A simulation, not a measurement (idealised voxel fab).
Process module in this document: voxel double patterning
The cross-section shown here is cut; it is 280 nm wide and divided into square cells measuring 5 nm on a side.
Just so we're on the same page, the cross-sections are grids of square cells, and they're listed out in bands top to bottom, each band one or more rows deep. Within each band entry, the heights of the top and of the bottom of the band appear first, in that order and in nm; the materials of the band then follow from left to right, each with its corresponding width in nm. The designation "all across" on a single material indicates that it fills the band from edge to edge; the designation "blank" indicates empty space. Zero point of the height axis is 0; under it, received wafer = one material. Lowest band: continues down indefinitely, "0 down". Top row gets the first number, bottom row gets the second, and each row in between changes by the same step: that is how a band width like "30->40" works. Given "stayed the same" for a step, no cell of the cross-section differs between before and after that step. Voids not open to the top, 8 cells minimum: see "Encapsulated voids". Written width x height at distance; distance is from the left edge; nm. Step line, after settings: the simulator's comment on this step. The line of a step may include "overlay nm". On a step with a mask, this value is how far to the right of its planned place the mask lay. A negative value means the mask lay to the left.
**The process steps that were planned are listed below**
1. RECEIVE | material Si
2. CONFORMAL_DEP | material SiO2 | thk nm 5
3. DIRECTIONAL_DEP | material TiN | thk nm 20
4. DIRECTIONAL_DEP | material SiCN | thk nm 5
5. PATTERN | tone open | mask id FIRST | material resist | width nm 15 | pitch nm 50 | thk nm 15 | overlay nm 0
6. DIRECTIONAL_ETCH | etch materials SiCN | depth nm 5
7. STRIP | etch materials resist
8. PATTERN | tone open | mask id SECOND | material resist | width nm 15 | thk nm 15 | overlay nm -15
9. DIRECTIONAL_ETCH | etch materials SiCN | depth nm 5
10. STRIP | etch materials resist
11. DIRECTIONAL_ETCH | etch materials TiN | depth nm 20
12. STRIP | etch materials SiCN
Wafer-to-wafer difference: overlay nm, step 8. Common start. Plan = first wafer's value.
**Received wafers, first of several: cross-section after step 1**
> 0 down: Si all across
> Encapsulated voids: none
**For your reference, the table is organized with a row per wafer; each row reflects the wafer at the end of the module, indicating for each material the cells gained (+) or lost (-) since receipt, and thereafter its closed voids**
overlay nm -15 | +56 SiO2 | +192 TiN | Encapsulated voids: none
overlay nm -10 | +56 SiO2 | +188 TiN | Encapsulated voids: none
overlay nm -5 | +56 SiO2 | +188 TiN | Encapsulated voids: none
overlay nm 0 | +56 SiO2 | +188 TiN | Encapsulated voids: none
overlay nm 5 | +56 SiO2 | +188 TiN | Encapsulated voids: none
overlay nm 10 | +56 SiO2 | +188 TiN | Encapsulated voids: none
overlay nm 15 | +56 SiO2 | +192 TiN | Encapsulated voids: none
